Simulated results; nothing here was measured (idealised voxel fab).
The following is a process module called voxel tone inversion.
In the cross-section labelled cut, the width is 300 nm and each square cell is 5 nm.
We lay out every cross-section as a grid of square cells and spell it out in bands from the top down, where one band means one or more rows of cells.
Per band: top height and bottom height in nm, followed by the left-to-right materials and their widths in nm; "throughout" marks a single material spanning edge to edge, "empty" marks empty space.
Counting heights begins at 0, where everything beneath is, in the wafer as received, one material. The lowest band has no bottom; it goes on downwards, as "top 0, no bottom" shows.
Top row gets the first number, bottom row gets the second, and each row in between changes by the same step: that is how a band width like "30..40" works.
Step note "no change occurred" = no cross-section cell changed.
Heads up: "Sealed internal cavities" only lists the empty pockets with no open path to the top that are 8 cells or more, and it writes them as width x height at distance, distance from the left edge, in nm.
Heads up: the bit after the settings on a step's line is the simulator's remark on that step.
overlay nm: on a step with a mask, how far right of its planned place the mask lay; negative means left.
Intended process steps
1: RECEIVE: material Si
2: CONFORMAL_DEP: material SiN, thk nm 5
3: DIRECTIONAL_DEP: material polySi, thk nm 15
4: PATTERN: tone cover, mask id POSTS, material resist, width nm 15, pitch nm 40, thk nm 20, overlay nm 0
5: DIRECTIONAL_ETCH: etch materials polySi, depth nm 15
6: STRIP: etch materials resist
7: FILL_DEP: material SiO2, thk nm 10
8: CMP: height nm 20
9: STRIP: etch materials polySi
10: CONFORMAL_DEP: material TiN, thk nm 5
11: FILL_DEP: material Ru, thk nm 10
12: CMP: height nm 20
13: CONFORMAL_DEP: material SiN, thk nm 5
As received (post step 1): cross-section
  top 0, no bottom | Si throughout
  Sealed internal cavities: none
This is how the wafer looks in cross-section once the module is done, given the starting state and plan above and one mistake in carrying the plan out
  top 25, bottom 20 | SiN throughout
  top 20, bottom 15 | SiO2 throughout
  top 15, bottom 0 | SiO2=100  polySi=15  SiO2=25  polySi=15  SiO2=25  polySi=15  SiO2=105
  top 0, no bottom | Si throughout
  Sealed internal cavities: none
What went wrong in running the wafer? skipped: plan step 2 (never run)
